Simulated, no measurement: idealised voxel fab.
Module name: voxel double patterning (process module)
cross-section cut | 260 nm wide | cells 5 nm
If you're reading a cross-section in this doc, picture square cells in a grid; it comes to you as bands, top ones listed first down to the bottom, and a band can be one or more rows of cells. It is stipulated that each band's entry specify, in nanometres, the height of the top of the band and then that of its bottom, followed by the materials of the band in left-to-right sequence, each together with its width in nanometres. A single material marked by the word "edge to edge" is understood to fill the band from edge to edge; the word "empty" is understood to denote empty space. Heights are reckoned from 0. Under this level, the received wafer is all of one material. The bottommost band is open-ended downward, for example "0 nm and below". The notation "30 to 40" denotes a width that varies across the rows of cells in the band, beginning at the first number in the top row, finishing at the second number in the bottom row, and changing by an identical amount from each row to the next. "no alteration" means the step left every cell of the cross-section as it was. Any empty space of 8 cells or more lacking an open way to the top shows up in "Listed closed voids" as width x height at distance, distance from the left edge, in nm. Read whatever lies past the settings on a step's line as the simulator's own remark about the step. The optional step-line setting "overlay nm" applies to steps with a mask and quantifies how far to the right of its planned location the mask lay, a negative value indicating leftward placement.

## The following list gives the planned process steps
| 1 | RECEIVE | material Si |
| 2 | CONFORMAL_DEP | material SiN | thk nm 5 |
| 3 | DIRECTIONAL_DEP | material SiO2 | thk nm 15 |
| 4 | DIRECTIONAL_DEP | material SiCN | thk nm 10 |
| 5 | MASKED_ETCH | tone open | mask id FIRST | width nm 15 | pitch nm 50 | etch materials SiCN | depth nm 10 | overlay nm 0 |
| 6 | DIRECTIONAL_DEP | material aC | thk nm 15 |
| 7 | PATTERN | tone open | mask id SECOND | material resist | width nm 15 | pitch nm 50 | thk nm 35 | overlay nm 0 |
| 8 | DIRECTIONAL_ETCH | etch materials aC | depth nm 15 |
| 9 | STRIP | etch materials resist |
| 10 | DIRECTIONAL_ETCH | etch materials SiCN | depth nm 10 |
| 11 | STRIP | etch materials aC |
| 12 | DIRECTIONAL_ETCH | etch materials SiO2 | depth nm 15 |
| 13 | STRIP | etch materials SiCN |

## As-received state of the wafer in cross-section, equivalent to post-step 1
	0 nm and below | Si edge to edge
	Listed closed voids: none

## Same starting wafer, same plan as above, one mistake in the execution; this is the cross-section at the end of the module
	15 nm to 0 nm | SiO2 70 | empty 15 | SiO2 10 | empty 15 | SiO2 10 | empty 15 | SiO2 10 | empty 15 | SiO2 10 | empty 15 | SiO2 75
	0 nm and below | Si edge to edge
	Listed closed voids: none
Plan not followed: the plan's step 2 went unexecuted, having been skipped
